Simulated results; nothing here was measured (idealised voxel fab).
The document below concerns the process module designated voxel self aligned vias.
Pictured: cross-section cut, 170 nm wide, on a grid of 5 nm square cells.
Think of the cross-section as a grid of square cells. We describe it in bands, top to bottom, and each band covers one or more rows of those cells.
It is stipulated that each band's entry specify, in nanometres, the height of the top of the band and then that of its bottom, followed by the materials of the band in left-to-right sequence, each together with its width in nanometres. A single material marked by the word "all across" is understood to fill the band from edge to edge; the word "empty" is understood to denote empty space.
Note: height 0 marks the level under which the wafer is uniformly one material as received. Lowest band unbounded below, written "0 nm and below".
A width such as "30->40" changes by the same amount from each row of cells to the next, from the band's top row to its bottom row.
Reading "no modification" for a step: not a cell of the cross-section changed in it.
Entry "Trapped void list". Content: empty spaces with no open connection to the top, size 8 cells or greater. Each: width x height at distance. Distance: from left edge. Unit: nm.
Anything after a step's settings on that line? It's the simulator's own note about the step.
"overlay nm" denotes, for a step that has a mask, the displacement of the mask to the right of its planned place, with negative values corresponding to the left.

PLANNED STEP LIST FOR THE PROCESS
1. RECEIVE: material Si
2. CONFORMAL_DEP: material SiO2, thk nm 15
3. CONFORMAL_DEP: material SiCN, thk nm 5
4. DIRECTIONAL_DEP: material lowk, thk nm 30
5. PATTERN: tone open, mask id LINES, material resist, width nm 25, pitch nm 50, thk nm 20, overlay nm 0
6. DIRECTIONAL_ETCH: etch materials lowk, depth nm 30
7. STRIP: etch materials resist
8. CONFORMAL_DEP: material TiN, thk nm 5
9. FILL_DEP: material W, thk nm 5
10. CMP: height nm 50
11. SELECTIVE_ETCH: etch materials W Ru TiN, depth nm 5
12. FILL_DEP: material SiN, thk nm 5
13. CMP: height nm 50
14. DIRECTIONAL_DEP: material lowk, thk nm 15
15. MASKED_ETCH: tone open, mask id VIAS, width nm 35, pitch nm 100, etch materials lowk, depth nm 15, overlay nm 0
16. MASKED_ETCH: tone open, mask id VIAS, width nm 35, pitch nm 100, etch materials SiN, depth nm 5, overlay nm 0
17. CONFORMAL_DEP: material TiN, thk nm 5
18. FILL_DEP: material W, thk nm 10
19. CMP: height nm 65
20. CONFORMAL_DEP: material SiN, thk nm 5

SHOWN IN CROSS-SECTION IS THE WAFER AS RECEIVED, THAT IS, AS IT STANDS AFTER STEP 1
> 0 nm and below  Si all across
> Trapped void list: none

FIRST OF TWO WAFERS, END-OF-MODULE SECTION, RUN FOLLOWED PLAN
> 70 nm to 65 nm  SiN all across
> 65 nm to 55 nm  15 nm lowk | 5 nm TiN | 25 nm W | 5 nm TiN | 65 nm lowk | 5 nm TiN | 25 nm W | 5 nm TiN | 20 nm lowk
> 55 nm to 50 nm  15 nm lowk | 10 nm TiN | 15 nm W | 10 nm TiN | 65 nm lowk | 10 nm TiN | 15 nm W | 10 nm TiN | 20 nm lowk
> 50 nm to 45 nm  20 nm lowk | 25 nm TiN | 25 nm lowk | 25 nm SiN | 25 nm lowk | 25 nm TiN | 25 nm lowk
> 45 nm to 25 nm  20 nm lowk | 5 nm TiN | 15 nm W | 5 nm TiN | 25 nm lowk | 5 nm TiN | 15 nm W | 5 nm TiN | 25 nm lowk | 5 nm TiN | 15 nm W | 5 nm TiN | 25 nm lowk
> 25 nm to 20 nm  20 nm lowk | 25 nm TiN | 25 nm lowk | 25 nm TiN | 25 nm lowk | 25 nm TiN | 25 nm lowk
> 20 nm to 15 nm  SiCN all across
> 15 nm to 0 nm  SiO2 all across
> 0 nm and below  Si all across
> Trapped void list: none

WAFER TWO CROSS-SECTION, MODULE END. START AND PLAN UNCHANGED FROM WAFER ONE; ONE MISTAKE MADE DURING THE RUN
> 70 nm to 65 nm  SiN all across
> 65 nm to 55 nm  15 nm lowk | 5 nm TiN | 25 nm W | 5 nm TiN | 65 nm lowk | 5 nm TiN | 25 nm W | 5 nm TiN | 20 nm lowk
> 55 nm to 50 nm  15 nm lowk | 5 nm TiN | 15 nm W | 15 nm TiN | 65 nm lowk | 5 nm TiN | 15 nm W | 15 nm TiN | 20 nm lowk
> 50 nm to 45 nm  15 nm lowk | 25 nm TiN | 25 nm lowk | 25 nm SiN | 25 nm lowk | 25 nm TiN | 30 nm lowk
> 45 nm to 25 nm  15 nm lowk | 5 nm TiN | 15 nm W | 5 nm TiN | 25 nm lowk | 5 nm TiN | 15 nm W | 5 nm TiN | 25 nm lowk | 5 nm TiN | 15 nm W | 5 nm TiN | 30 nm lowk
> 25 nm to 20 nm  15 nm lowk | 25 nm TiN | 25 nm lowk | 25 nm TiN | 25 nm lowk | 25 nm TiN | 30 nm lowk
> 20 nm to 15 nm  SiCN all across
> 15 nm to 0 nm  SiO2 all across
> 0 nm and below  Si all across
> Trapped void list: none
The mistake made against the process plan was this: contrary to plan, step 5 was performed as PATTERN: tone open, mask id LINES, material resist, width nm 25, pitch nm 50, thk nm 20, overlay nm -5
End check, second vs first wafer: material counts in cells match, positions do not.
